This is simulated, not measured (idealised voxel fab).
Process module under the name voxel trench capacitor
For reference, the cross-section in this document is cut, with width 160 nm and square cells of 5 nm.
Cross-section, as written here: a square-cell grid given band by band from the top down, where a band holds one or more rows of cells.
Heights first: top, then bottom, in nm. Then materials, left to right, each with a width in nm. "throughout" on a single material: fills the band edge to edge. "blank": empty space.
Ref level 0: as-received wafer is one material below here. Bottom band extends down with no lower bound ("0 and below").
The width entry "30..40" should be interpreted row by row: the top row of cells in the band takes the first number, the bottom row takes the second number, and the change between adjacent rows is uniform throughout.
Given "changes: none" for a step, no cell of the cross-section differs between before and after that step.
"Enclosed void list": empty spaces of 8 cells or more with no open way to the top, each given as width x height at distance, distance from the left edge, all in nm.
It should be noted that, on the line of a given step, the content following the step's settings is a remark produced by the simulator itself with respect to that step.
The optional step-line setting "overlay nm" applies to steps with a mask and quantifies how far to the right of its planned location the mask lay, a negative value indicating leftward placement.

Steps planned for the process:
- 1: RECEIVE,material Si
- 2: CONFORMAL_DEP,material SiN,thk nm 5
- 3: PATTERN,tone open,mask id TRENCH,material resist,width nm 30,pitch nm 50,thk nm 20,overlay nm 0
- 4: DIRECTIONAL_ETCH,etch materials SiN,depth nm 5
- 5: DIRECTIONAL_ETCH,etch materials Si,depth nm 25
- 6: STRIP,etch materials resist
- 7: CONFORMAL_DEP,material Al2O3,thk nm 5
- 8: CONFORMAL_DEP,material TiN,thk nm 5
- 9: FILL_DEP,material W,thk nm 10
- 10: CMP,height nm 5

Cross-section of the wafer at receipt, which is the condition after step 1:
> 0 and below  Si throughout
> Enclosed void list: none

What the wafer looks like in cross-section after this module, when it starts as shown above and follows the plan above but one mistake is made in running it:
> 5 down to 0  W (5) / TiN (5) / Al2O3 (5) / SiN (30) / Al2O3 (5) / TiN (10) / Al2O3 (5) / SiN (30) / Al2O3 (5) / TiN (10) / Al2O3 (5) / SiN (30) / Al2O3 (5) / TiN (5) / W (5)
> 0 down to -15  W (5) / TiN (5) / Al2O3 (5) / Si (30) / Al2O3 (5) / TiN (10) / Al2O3 (5) / Si (30) / Al2O3 (5) / TiN (10) / Al2O3 (5) / Si (30) / Al2O3 (5) / TiN (5) / W (5)
> -15 down to -20  TiN (10) / Al2O3 (5) / Si (30) / Al2O3 (5) / TiN (10) / Al2O3 (5) / Si (30) / Al2O3 (5) / TiN (10) / Al2O3 (5) / Si (30) / Al2O3 (5) / TiN (10)
> -20 down to -25  Al2O3 (15) / Si (30) / Al2O3 (20) / Si (30) / Al2O3 (20) / Si (30) / Al2O3 (15)
> -25 and below  Si throughout
> Enclosed void list: none
what went wrong: planned and actual differ for step 3; actual: PATTERN,tone cover,mask id TRENCH,material resist,width nm 30,pitch nm 50,thk nm 20,overlay nm 0
